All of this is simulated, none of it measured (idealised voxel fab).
Presented below is a process module, voxel released beams.
Cross-section cut: width 245 nm, square cells of 5 nm.
Bands, listed from the top down, are how a cross-section gets written in this document; the cross-section itself is a grid of square cells, and a band is one or more rows of them. What a band's entry tells you: where the top is and where the bottom is, as heights in nm, and after that what lies inside, material by material from left to right, each with its width in nm. Empty space is written as the word "air", and a single material marked with the word "everywhere" occupies the band from edge to edge. The level at which height equals 0 is the one under which the wafer, as it arrives, is entirely one material. No lower edge exists for the bottom band, which continues downward and is notated as in "0 -> down". You'd read "30->40" like this: the band's top row of cells is as wide as the first number, its bottom row is as wide as the second, and going down, every row changes width by the same amount as the row before did. You'll sometimes find "all unchanged" written for a step, and that's the way of saying that nowhere in the cross-section did a cell change during that step. "Enclosed voids" enumerates empty spaces isolated from the top, with no open way to it, that contain at least 8 cells, giving each as width x height at distance from the left edge, all three in nm. That trailing text on a step's line, after the settings, is the simulator's own remark on the step. The optional step-line setting "overlay nm" applies to steps with a mask and quantifies how far to the right of its planned location the mask lay, a negative value indicating leftward placement.
Steps planned for the process:
| 1 | RECEIVE (material Si) |
| 2 | CONFORMAL_DEP (material Al2O3; thk nm 5) |
| 3 | DIRECTIONAL_DEP (material SiO2; thk nm 15) |
| 4 | PATTERN (tone open; mask id ANCHOR; material resist; width nm 45; thk nm 15; overlay nm 0) |
| 5 | DIRECTIONAL_ETCH (etch materials SiO2; depth nm 15) |
| 6 | STRIP (etch materials resist) |
| 7 | CONFORMAL_DEP (material W; thk nm 15) |
| 8 | PATTERN (tone cover; mask id BEAM; material resist; width nm 105; thk nm 20; overlay nm 0) |
| 9 | DIRECTIONAL_ETCH (etch materials W; depth nm 15) |
| 10 | STRIP (etch materials resist) |
| 11 | STRIP (etch materials SiO2) |
On the first of the two wafers: run conducted according to plan:
So this is the incoming wafer in cross-section - it's already been through step 1:
    0 -> down | Si everywhere
    Enclosed voids: none
The wafer, seen in cross-section, after step 2:
    5 -> 0 | Al2O3 everywhere
    No changes below 0.
The wafer, seen in cross-section, after step 3:
    20 -> 5 | SiO2 everywhere
    No changes below 5.
The wafer, seen in cross-section, after step 4:
    35 -> 20 | resist (70), air (45), resist (130)
    No changes below 20.
The wafer, seen in cross-section, after step 5:
    35 -> 20 | resist (70), air (45), resist (130)
    20 -> 5 | SiO2 (70), air (45), SiO2 (130)
    No changes below 5.
The wafer, seen in cross-section, after step 6:
    20 -> 5 | SiO2 (70), air (45), SiO2 (130)
    No changes below 5.
The wafer, seen in cross-section, after step 7:
    35 -> 20 | W (85), air (15), W (145)
    20 -> 5 | SiO2 (70), W (45), SiO2 (130)
    No changes below 5.
The wafer, seen in cross-section, after step 8:
    55 -> 35 | air (65), resist (105), air (75)
    35 -> 20 | W (85), resist (15), W (145)
    No changes below 20.
The wafer, seen in cross-section, after step 9:
    55 -> 35 | air (65), resist (105), air (75)
    35 -> 20 | air (65), W (20), resist (15), W (70), air (75)
    No changes below 20.
The wafer, seen in cross-section, after step 10:
    35 -> 20 | air (65), W (20), air (15), W (70), air (75)
    No changes below 20.
The wafer, seen in cross-section, after step 11:
    35 -> 20 | air (65), W (20), air (15), W (70), air (75)
    20 -> 5 | air (70), W (45), air (130)
    No changes below 5.
Second wafer, same starting conditions and recipe as the first, one mistake in executing it, nothing differs from the first up to and including step 1:
Cross-section of the second wafer corresponding to the planned conclusion of step 2: all unchanged
Cross-section of the second wafer corresponding to the planned conclusion of step 3:
    15 -> 0 | SiO2 everywhere
    No changes below 0.
Cross-section of the second wafer corresponding to the planned conclusion of step 4:
    30 -> 15 | resist (70), air (45), resist (130)
    No changes below 15.
Cross-section of the second wafer corresponding to the planned conclusion of step 5:
    30 -> 15 | resist (70), air (45), resist (130)
    15 -> 0 | SiO2 (70), air (45), SiO2 (130)
    No changes below 0.
Cross-section of the second wafer corresponding to the planned conclusion of step 6:
    15 -> 0 | SiO2 (70), air (45), SiO2 (130)
    No changes below 0.
Cross-section of the second wafer corresponding to the planned conclusion of step 7:
    30 -> 15 | W (85), air (15), W (145)
    15 -> 0 | SiO2 (70), W (45), SiO2 (130)
    No changes below 0.
Cross-section of the second wafer corresponding to the planned conclusion of step 8:
    50 -> 30 | air (65), resist (105), air (75)
    30 -> 15 | W (85), resist (15), W (145)
    No changes below 15.
Cross-section of the second wafer corresponding to the planned conclusion of step 9:
    50 -> 30 | air (65), resist (105), air (75)
    30 -> 15 | air (65), W (20), resist (15), W (70), air (75)
    No changes below 15.
Cross-section of the second wafer corresponding to the planned conclusion of step 10:
    30 -> 15 | air (65), W (20), air (15), W (70), air (75)
    No changes below 15.
Cross-section of the second wafer corresponding to the planned conclusion of step 11:
    30 -> 15 | air (65), W (20), air (15), W (70), air (75)
    15 -> 0 | air (70), W (45), air (130)
    No changes below 0.
In executing the process, a mistake was made relative to the plan: step 2 of the plan: omitted, not performed
The closing comparison, in cells, has the second wafer with more or fewer of some materials than the first: Al2O3 -49
